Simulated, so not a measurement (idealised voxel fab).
process module | voxel trench capacitor
cross-section cut | 295 nm wide | cells 5 nm
A cross-section is a grid of square cells, given in bands from the top down. A band is one or more rows of cells.
Each band's line starts with the height of the band's top and of its bottom, in nm. Then come its materials from left to right, each with its width in nm. One material with "throughout" fills the band from edge to edge. "air" is empty space.
Height 0 is the level under which the wafer as received is all one material. The lowest band goes on downwards, as in "0 down".
A width such as "30 to 40" changes by the same amount from each row of cells to the next, from the band's top row to its bottom row.
"no change" after a step means that no cell of the cross-section changed.
closed voids: empty space of 8 cells or more with no open way to the top, each as width x height at its distance from the left edge, in nm
after a step's settings: what the simulator itself notes on the step
overlay nm, on a step with a mask: how far to the right of its planned place the mask lay; to the left if negative
plan
1 op RECEIVE | material Si
2 op CONFORMAL_DEP | material SiN | thk nm 5
3 op MASKED_ETCH | tone open | mask id TRENCH | width nm 15 | pitch nm 50 | etch materials SiN | depth nm 5 | overlay nm 0
4 op MASKED_ETCH | tone open | mask id TRENCH | width nm 20 | pitch nm 50 | etch materials Si | depth nm 30 | overlay nm 0
5 op CONFORMAL_DEP | material SiO2 | thk nm 5
6 op FILL_DEP | material polySi | thk nm 10
7 op CMP | height nm 5
varied across the wafers: width nm of step 3. The plan shows the first wafer's value. All wafers start alike
first wafer as received, after step 1
  0 down: Si throughout
  closed voids: none
each wafer at the end: cells of each material gained (+) or lost (-) since it was received, then its closed voids
width nm 15 | -54 Si | +50 SiN | +45 SiO2 | +18 polySi | closed voids: none
width nm 20 | -72 Si | +47 SiN | +48 SiO2 | +36 polySi | closed voids: none
width nm 25 | -72 Si | +44 SiN | +51 SiO2 | +36 polySi | closed voids: none
width nm 30 | -72 Si | +41 SiN | +54 SiO2 | +36 polySi | closed voids: none
width nm 35 | -72 Si | +38 SiN | +57 SiO2 | +36 polySi | closed voids: none
